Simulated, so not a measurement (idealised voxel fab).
The name of this process module is voxel fin reveal.
Cross-sectional view cut (width: 275 nm; square cell size: 5 nm).
Notation: cross-section as square-cell grid; stated in bands, top first, going down; one or more cell rows per band. Band: top and bottom heights (nm) first, top before bottom; then materials from left to right, widths in nm. "full width" marks a sole material filling the band edge to edge. "blank" denotes empty space. Note: height 0 marks the level under which the wafer is uniformly one material as received. Lowest band unbounded below, written "from 0 down". Read "30 to 40" as a graded width: first number on top, second number at the bottom, same change between each pair of neighbouring rows. What does "left unchanged" mean for a step? It means no cell of the cross-section changed in that step. Reported under the label "Trapped void list" are the empty spaces having no open way to the top and comprising 8 cells or more; the notation for each is width x height at distance, in which the distance is measured from the left edge and all three values are in nm. It should be noted that, on the line of a given step, the content following the step's settings is a remark produced by the simulator itself with respect to that step. Among the settings permitted on a step's line is "overlay nm"; applied to a step with a mask, it specifies the extent to which the mask lay to the right of its planned position, whereas a negative figure signifies a position to the left.
**Process steps - plan**
step 1: RECEIVE,material Si
step 2: CONFORMAL_DEP,material SiN,thk nm 5
step 3: PATTERN,tone cover,mask id FINS,material resist,width nm 15,pitch nm 35,thk nm 20,overlay nm 0
step 4: DIRECTIONAL_ETCH,etch materials SiN,depth nm 10
step 5: DIRECTIONAL_ETCH,etch materials Si,depth nm 40
step 6: STRIP,etch materials resist
step 7: OXIDIZE,depth nm 5
step 8: FILL_DEP,material SiO2,thk nm 15
step 9: CMP,height nm 10
step 10: SELECTIVE_ETCH,etch materials SiO2,depth nm 25
step 11: STRIP,etch materials SiN
step 12: CONFORMAL_DEP,material HfO2,thk nm 5
Variable across wafers: step 2 thk nm (plan value is that of the first wafer; starting state common to all).
**Cross-section of the first of several wafers as received (after step 1)**
from 0 down = Si full width
Trapped void list: none
**Below: a row per wafer. Contents at end of module: for every material, cells gained since receipt (+) or lost since receipt (-); then closed voids**
thk nm 5 | +67 HfO2 | -477 Si | +318 SiO2 | Trapped void list: none
thk nm 10 | +67 HfO2 | -477 Si | +318 SiO2 | Trapped void list: none
thk nm 15 | +55 HfO2 | Trapped void list: none
thk nm 20 | +55 HfO2 | Trapped void list: none
thk nm 25 | +55 HfO2 | Trapped void list: none
